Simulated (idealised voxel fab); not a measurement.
Process module, titled voxel fin reveal
Xsec cut, 155 nm wide, square cell size 5 nm.
Reading order for cross-sections: top band down to bottom band. Underlying form: a grid of square cells. Band size: one or more rows of cells. Each band's line starts with the height of the band's top and of its bottom, in nm. Then come its materials from left to right, each with its width in nm. One material with "everywhere" fills the band from edge to edge. "blank" is empty space. Where do heights start? At 0: under that level the wafer as delivered is made of one material only. And the lowest band has no floor; it just carries on downward, as in "0 down". A two-number width, for instance "30..40", indicates that the width is equal to the first number in the top row of the band and to the second number in the bottom row, and that it changes by a constant amount per row of cells. Given "no alterations made" for a step, no cell of the cross-section differs between before and after that step. Reported under the label "Sealed void inventory" are the empty spaces having no open way to the top and comprising 8 cells or more; the notation for each is width x height at distance, in which the distance is measured from the left edge and all three values are in nm. If you see something after the settings on a step's line, that's the simulator's own remark about that step. The setting "overlay nm" may be written on the line of a step. When the step uses a mask, the value reports how far to the right of the planned place the mask lay, and a negative value reports that it lay to the left.

## Set out below are the planned steps of the process
- 1: op RECEIVE | material Si
- 2: op CONFORMAL_DEP | material SiN | thk nm 10
- 3: op DIRECTIONAL_DEP | material aC | thk nm 15
- 4: op PATTERN | tone cover | mask id FINS | material resist | width nm 15 | pitch nm 40 | thk nm 30 | overlay nm 0
- 5: op DIRECTIONAL_ETCH | etch materials aC | depth nm 15
- 6: op STRIP | etch materials resist
- 7: op DIRECTIONAL_ETCH | etch materials SiN | depth nm 10
- 8: op DIRECTIONAL_ETCH | etch materials Si | depth nm 30
- 9: op STRIP | etch materials aC
- 10: op FILL_DEP | material SiO2 | thk nm 15
- 11: op CMP | height nm 10
- 12: op SELECTIVE_ETCH | etch materials SiO2 | depth nm 30
- 13: op STRIP | etch materials SiN
- 14: op CONFORMAL_DEP | material HfO2 | thk nm 5

## The cross-section here shows the wafer as received, i.e. in its state after step 1
0 down  Si everywhere
Sealed void inventory: none

## Wafer cross-section at module end: first of two, run to plan
5 to 0  45 blank | 25 HfO2 | 15 blank | 25 HfO2 | 45 blank
0 to -15  45 blank | 5 HfO2 | 15 Si | 5 HfO2 | 15 blank | 5 HfO2 | 15 Si | 5 HfO2 | 45 blank
-15 to -20  50 HfO2 | 15 Si | 25 HfO2 | 15 Si | 50 HfO2
-20 to -30  50 SiO2 | 15 Si | 25 SiO2 | 15 Si | 50 SiO2
-30 down  Si everywhere
Sealed void inventory: none

## Cross-sectional view of the second of two wafers upon completion of the module. This wafer shared its starting condition and process plan with the first; one error was made during its execution
5 to 0  45 blank | 25 HfO2 | 15 blank | 25 HfO2 | 45 blank
0 to -15  45 blank | 5 HfO2 | 15 Si | 5 HfO2 | 15 blank | 5 HfO2 | 15 Si | 5 HfO2 | 45 blank
-15 to -20  25 HfO2 | 20 blank | 5 HfO2 | 15 Si | 5 HfO2 | 15 blank | 5 HfO2 | 15 Si | 5 HfO2 | 20 blank | 25 HfO2
-20 to -25  20 SiO2 | 5 HfO2 | 20 blank | 5 HfO2 | 15 Si | 5 HfO2 | 15 blank | 5 HfO2 | 15 Si | 5 HfO2 | 20 blank | 5 HfO2 | 20 SiO2
-25 to -30  20 SiO2 | 30 HfO2 | 15 Si | 25 HfO2 | 15 Si | 30 HfO2 | 20 SiO2
-30 down  Si everywhere
Sealed void inventory: none
What was the processing mistake? the run placed steps 12 and 13 each in the position the plan gave to the other
Wrapping up, a cell-based count of both wafers puts the second over or under the first for these materials: HfO2: 12 more | SiO2: 34 fewer
